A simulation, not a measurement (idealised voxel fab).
voxel tone inversion: a process module
Cross-sectional view cut (width: 170 nm; square cell size: 5 nm).
When this document writes out a cross-section, it uses a grid of square cells and lists it as bands, beginning at the top and moving down, with a band standing for one or more rows of cells.
The band entry comprises the height of the band's top followed by the height of its bottom, expressed in nm, and subsequently the band's materials from left to right, each stated together with its width in nm. Where a single material is marked with the word "full width", that material fills the band from edge to edge. The word "empty" represents empty space.
We count height from 0. Below that, the starting wafer is all one material. The lowest band never ends at the bottom but goes on down; see "0 nm and below" for how that is written.
With a width like "30..40", each row of cells in the band differs from the next by the same amount, the top row carrying the first number and the bottom row the second.
It should be understood that the words "identical to before", when stated for a given step, signify that the cross-section underwent no change in any of its cells during that step.
Trapped void list: empty space of 8 cells or more with no open way to the top, each as width x height at its distance from the left edge, in nm
That trailing text on a step's line, after the settings, is the simulator's own remark on the step.
If you see "overlay nm" on a step's line and that step has a mask, it's telling you how far right of where it was planned the mask ended up; a negative number means it went left instead.
Pairs from here to the end. Each: cross-section before one process step, cross-section after it, the latter only as far down as the lowest band that changed. Under each: the step between, and its settings. Mind that the pairs may be taken from different runs of this module on the same starting wafer; whether a pair continues from the pair above depends on its entry headed "Pre-step section", and it does only where that entry says so.
Pre-step section
- 0 nm and below: Si full width
- Trapped void list: none
Section After Processing
- 5 nm to 0 nm: SiN full width
- Nothing below the height 0 has changed.
- Trapped void list: none
The step occurring between the two cross-sections depicted above is identified as op CONFORMAL_DEP | material SiN | thk nm 5
Pre-step section: = after-state of the pair above.
Section After Processing
- 20 nm to 5 nm: aC full width
- Nothing below the height 5 has changed.
- Trapped void list: none
The step occurring between the two cross-sections depicted above is identified as op DIRECTIONAL_DEP | material aC | thk nm 15
Pre-step section: = after-state of the pair above.
Section After Processing
- 40 nm to 20 nm: 15 empty; 20 resist; 20 empty; 20 resist; 20 empty; 20 resist; 20 empty; 20 resist; 15 empty
- Nothing below the height 20 has changed.
- Trapped void list: none
The step occurring between the two cross-sections depicted above is identified as op PATTERN | tone cover | mask id POSTS | material resist | width nm 20 | pitch nm 40 | thk nm 20 | overlay nm 0
Pre-step section: = after-state of the pair above.
Section After Processing
- 25 nm to 20 nm: 15 empty; 20 resist; 20 empty; 20 resist; 20 empty; 20 resist; 20 empty; 20 resist; 15 empty
- 20 nm to 5 nm: 15 empty; 20 aC; 20 empty; 20 aC; 20 empty; 20 aC; 20 empty; 20 aC; 15 empty
- Nothing below the height 5 has changed.
- Trapped void list: none
The step occurring between the two cross-sections depicted above is identified as op DIRECTIONAL_ETCH | etch materials aC | depth nm 15
Pre-step section: = after-state of the pair above.
Section After Processing
- 20 nm to 5 nm: 15 empty; 20 aC; 20 empty; 20 aC; 20 empty; 20 aC; 20 empty; 20 aC; 15 empty
- Nothing below the height 5 has changed.
- Trapped void list: none
The step occurring between the two cross-sections depicted above is identified as op STRIP | etch materials resist
Pre-step section: = after-state of the pair above.
Section After Processing
- 25 nm to 20 nm: SiO2 full width
- 20 nm to 5 nm: 15 SiO2; 20 aC; 20 SiO2; 20 aC; 20 SiO2; 20 aC; 20 SiO2; 20 aC; 15 SiO2
- Nothing below the height 5 has changed.
- Trapped void list: none
The step occurring between the two cross-sections depicted above is identified as op FILL_DEP | material SiO2 | thk nm 5
Pre-step section: = after-state of the pair above.
Section After Processing
- 20 nm to 5 nm: 15 SiO2; 20 aC; 20 SiO2; 20 aC; 20 SiO2; 20 aC; 20 SiO2; 20 aC; 15 SiO2
- Nothing below the height 5 has changed.
- Trapped void list: none
The step occurring between the two cross-sections depicted above is identified as op CMP | height nm 20
Pre-step section: = after-state of the pair above.
Section After Processing
- 20 nm to 5 nm: 15 SiO2; 20 empty; 20 SiO2; 20 empty; 20 SiO2; 20 empty; 20 SiO2; 20 empty; 15 SiO2
- Nothing below the height 5 has changed.
- Trapped void list: none
The step occurring between the two cross-sections depicted above is identified as op STRIP | etch materials aC
Pre-step section
- 0 nm and below: Si full width
- Trapped void list: none
Section After Processing
- 15 nm to 0 nm: aC full width
- Nothing below the height 0 has changed.
- Trapped void list: none
The step occurring between the two cross-sections depicted above is identified as op DIRECTIONAL_DEP | material aC | thk nm 15
Pre-step section: = after-state of the pair above.
Section After Processing
- 35 nm to 15 nm: 15 empty; 20 resist; 20 empty; 20 resist; 20 empty; 20 resist; 20 empty; 20 resist; 15 empty
- Nothing below the height 15 has changed.
- Trapped void list: none
The step occurring between the two cross-sections depicted above is identified as op PATTERN | tone cover | mask id POSTS | material resist | width nm 20 | pitch nm 40 | thk nm 20 | overlay nm 0
Pre-step section: = after-state of the pair above.
Section After Processing
- 20 nm to 15 nm: 15 empty; 20 resist; 20 empty; 20 resist; 20 empty; 20 resist; 20 empty; 20 resist; 15 empty
- 15 nm to 0 nm: 15 empty; 20 aC; 20 empty; 20 aC; 20 empty; 20 aC; 20 empty; 20 aC; 15 empty
- Nothing below the height 0 has changed.
- Trapped void list: none
The step occurring between the two cross-sections depicted above is identified as op DIRECTIONAL_ETCH | etch materials aC | depth nm 15
Pre-step section: = after-state of the pair above.
Section After Processing
- 15 nm to 0 nm: 15 empty; 20 aC; 20 empty; 20 aC; 20 empty; 20 aC; 20 empty; 20 aC; 15 empty
- Nothing below the height 0 has changed.
- Trapped void list: none
The step occurring between the two cross-sections depicted above is identified as op STRIP | etch materials resist
Pre-step section: = after-state of the pair above.
Section After Processing
- 20 nm to 15 nm: SiO2 full width
- 15 nm to 0 nm: 15 SiO2; 20 aC; 20 SiO2; 20 aC; 20 SiO2; 20 aC; 20 SiO2; 20 aC; 15 SiO2
- Nothing below the height 0 has changed.
- Trapped void list: none
The step occurring between the two cross-sections depicted above is identified as op FILL_DEP | material SiO2 | thk nm 5
Pre-step section
- 15 nm to 0 nm: aC full width
- 0 nm and below: Si full width
- Trapped void list: none
Section After Processing
- 20 nm to 15 nm: SiN full width
- Nothing below the height 15 has changed.
- Trapped void list: none
The step occurring between the two cross-sections depicted above is identified as op CONFORMAL_DEP | material SiN | thk nm 5
Pre-step section: = after-state of the pair above.
Section After Processing
- 40 nm to 20 nm: 15 empty; 20 resist; 20 empty; 20 resist; 20 empty; 20 resist; 20 empty; 20 resist; 15 empty
- Nothing below the height 20 has changed.
- Trapped void list: none
The step occurring between the two cross-sections depicted above is identified as op PATTERN | tone cover | mask id POSTS | material resist | width nm 20 | pitch nm 40 | thk nm 20 | overlay nm 0
Pre-step section: = after-state of the pair above.
Section After Processing
- 25 nm to 20 nm: 15 empty; 20 resist; 20 empty; 20 resist; 20 empty; 20 resist; 20 empty; 20 resist; 15 empty
- Nothing below the height 20 has changed.
- Trapped void list: none
The step occurring between the two cross-sections depicted above is identified as op DIRECTIONAL_ETCH | etch materials aC | depth nm 15
Pre-step section: = after-state of the pair above.
Section After Processing
- 20 nm to 15 nm: SiN full width
- Nothing below the height 15 has changed.
- Trapped void list: none
The step occurring between the two cross-sections depicted above is identified as op STRIP | etch materials resist
Pre-step section: = after-state of the pair above.
Section After Processing
- 25 nm to 20 nm: SiO2 full width
- Nothing below the height 20 has changed.
- Trapped void list: none
The step occurring between the two cross-sections depicted above is identified as op FILL_DEP | material SiO2 | thk nm 5
Pre-step section: = after-state of the pair above.
Section After Processing
- 20 nm to 15 nm: SiN full width
- Nothing below the height 15 has changed.
- Trapped void list: none
The step occurring between the two cross-sections depicted above is identified as op CMP | height nm 20
Pre-step section
- 25 nm to 20 nm: SiO2 full width
- 20 nm to 5 nm: 15 SiO2; 20 aC; 20 SiO2; 20 aC; 20 SiO2; 20 aC; 20 SiO2; 20 aC; 15 SiO2
- 5 nm to 0 nm: SiN full width
- 0 nm and below: Si full width
- Trapped void list: none
Section After Processing
- 15 nm to 5 nm: 15 SiO2; 20 aC; 20 SiO2; 20 aC; 20 SiO2; 20 aC; 20 SiO2; 20 aC; 15 SiO2
- Nothing below the height 5 has changed.
- Trapped void list: none
The step occurring between the two cross-sections depicted above is identified as op CMP | height nm 15
Pre-step section: = after-state of the pair above.
Section After Processing
- 15 nm to 5 nm: 15 SiO2; 20 empty; 20 SiO2; 20 empty; 20 SiO2; 20 empty; 20 SiO2; 20 empty; 15 SiO2
- Nothing below the height 5 has changed.
- Trapped void list: none
The step occurring between the two cross-sections depicted above is identified as op STRIP | etch materials aC
Pre-step section
- 20 nm to 5 nm: aC full width
- 5 nm to 0 nm: SiN full width
- 0 nm and below: Si full width
- Trapped void list: none
Section After Processing
- 40 nm to 20 nm: 20 empty; 15 resist; 25 empty; 15 resist; 25 empty; 15 resist; 25 empty; 15 resist; 15 empty
- Nothing below the height 20 has changed.
- Trapped void list: none
The step occurring between the two cross-sections depicted above is identified as op PATTERN | tone cover | mask id POSTS | material resist | width nm 15 | pitch nm 40 | thk nm 20 | overlay nm 0
Pre-step section: = after-state of the pair above.
Section After Processing
- 25 nm to 20 nm: 20 empty; 15 resist; 25 empty; 15 resist; 25 empty; 15 resist; 25 empty; 15 resist; 15 empty
- 20 nm to 5 nm: 20 empty; 15 aC; 25 empty; 15 aC; 25 empty; 15 aC; 25 empty; 15 aC; 15 empty
- Nothing below the height 5 has changed.
- Trapped void list: none
The step occurring between the two cross-sections depicted above is identified as op DIRECTIONAL_ETCH | etch materials aC | depth nm 15
Pre-step section: = after-state of the pair above.
Section After Processing
- 20 nm to 5 nm: 20 empty; 15 aC; 25 empty; 15 aC; 25 empty; 15 aC; 25 empty; 15 aC; 15 empty
- Nothing below the height 5 has changed.
- Trapped void list: none
The step occurring between the two cross-sections depicted above is identified as op STRIP | etch materials resist
Pre-step section: = after-state of the pair above.
Section After Processing
- 25 nm to 20 nm: SiO2 full width
- 20 nm to 5 nm: 20 SiO2; 15 aC; 25 SiO2; 15 aC; 25 SiO2; 15 aC; 25 SiO2; 15 aC; 15 SiO2
- Nothing below the height 5 has changed.
- Trapped void list: none
The step occurring between the two cross-sections depicted above is identified as op FILL_DEP | material SiO2 | thk nm 5
Pre-step section: = after-state of the pair above.
Section After Processing
- 20 nm to 5 nm: 20 SiO2; 15 aC; 25 SiO2; 15 aC; 25 SiO2; 15 aC; 25 SiO2; 15 aC; 15 SiO2
- Nothing below the height 5 has changed.
- Trapped void list: none
The step occurring between the two cross-sections depicted above is identified as op CMP | height nm 20
Pre-step section: = after-state of the pair above.
Section After Processing
- 20 nm to 5 nm: 20 SiO2; 15 empty; 25 SiO2; 15 empty; 25 SiO2; 15 empty; 25 SiO2; 15 empty; 15 SiO2
- Nothing below the height 5 has changed.
- Trapped void list: none
The step occurring between the two cross-sections depicted above is identified as op STRIP | etch materials aC
Pre-step section
- 20 nm to 5 nm: 15 SiO2; 20 aC; 20 SiO2; 20 aC; 20 SiO2; 20 aC; 20 SiO2; 20 aC; 15 SiO2
- 5 nm to 0 nm: SiN full width
- 0 nm and below: Si full width
- Trapped void list: none
Section After Processing
- 20 nm to 5 nm: 15 empty; 20 aC; 20 empty; 20 aC; 20 empty; 20 aC; 20 empty; 20 aC; 15 empty
- Nothing below the height 5 has changed.
- Trapped void list: none
The step occurring between the two cross-sections depicted above is identified as op STRIP | etch materials SiO2
Pre-step section
- 20 nm to 5 nm: aC full width
- 5 nm to 0 nm: SiN full width
- 0 nm and below: Si full width
- Trapped void list: none
Section After Processing
- 40 nm to 20 nm: 15 resist; 20 empty; 20 resist; 20 empty; 20 resist; 20 empty; 20 resist; 20 empty; 15 resist
- Nothing below the height 20 has changed.
- Trapped void list: none
The step occurring between the two cross-sections depicted above is identified as op PATTERN | tone open | mask id POSTS | material resist | width nm 20 | pitch nm 40 | thk nm 20 | overlay nm 0
Pre-step section: = after-state of the pair above.
Section After Processing
- 25 nm to 20 nm: 15 resist; 20 empty; 20 resist; 20 empty; 20 resist; 20 empty; 20 resist; 20 empty; 15 resist
- 20 nm to 5 nm: 15 aC; 20 empty; 20 aC; 20 empty; 20 aC; 20 empty; 20 aC; 20 empty; 15 aC
- Nothing below the height 5 has changed.
- Trapped void list: none
The step occurring between the two cross-sections depicted above is identified as op DIRECTIONAL_ETCH | etch materials aC | depth nm 15
Pre-step section: = after-state of the pair above.
Section After Processing
- 20 nm to 5 nm: 15 aC; 20 empty; 20 aC; 20 empty; 20 aC; 20 empty; 20 aC; 20 empty; 15 aC
- Nothing below the height 5 has changed.
- Trapped void list: none
The step occurring between the two cross-sections depicted above is identified as op STRIP | etch materials resist
Pre-step section: = after-state of the pair above.
Section After Processing
- 25 nm to 20 nm: SiO2 full width
- 20 nm to 5 nm: 15 aC; 20 SiO2; 20 aC; 20 SiO2; 20 aC; 20 SiO2; 20 aC; 20 SiO2; 15 aC
- Nothing below the height 5 has changed.
- Trapped void list: none
The step occurring between the two cross-sections depicted above is identified as op FILL_DEP | material SiO2 | thk nm 5
Pre-step section: = after-state of the pair above.
Section After Processing
- 20 nm to 5 nm: 15 aC; 20 SiO2; 20 aC; 20 SiO2; 20 aC; 20 SiO2; 20 aC; 20 SiO2; 15 aC
- Nothing below the height 5 has changed.
- Trapped void list: none
The step occurring between the two cross-sections depicted above is identified as op CMP | height nm 20
Pre-step section: = after-state of the pair above.
Section After Processing
- 20 nm to 5 nm: 15 empty; 20 SiO2; 20 empty; 20 SiO2; 20 empty; 20 SiO2; 20 empty; 20 SiO2; 15 empty
- Nothing below the height 5 has changed.
- Trapped void list: none
The step occurring between the two cross-sections depicted above is identified as op STRIP | etch materials aC
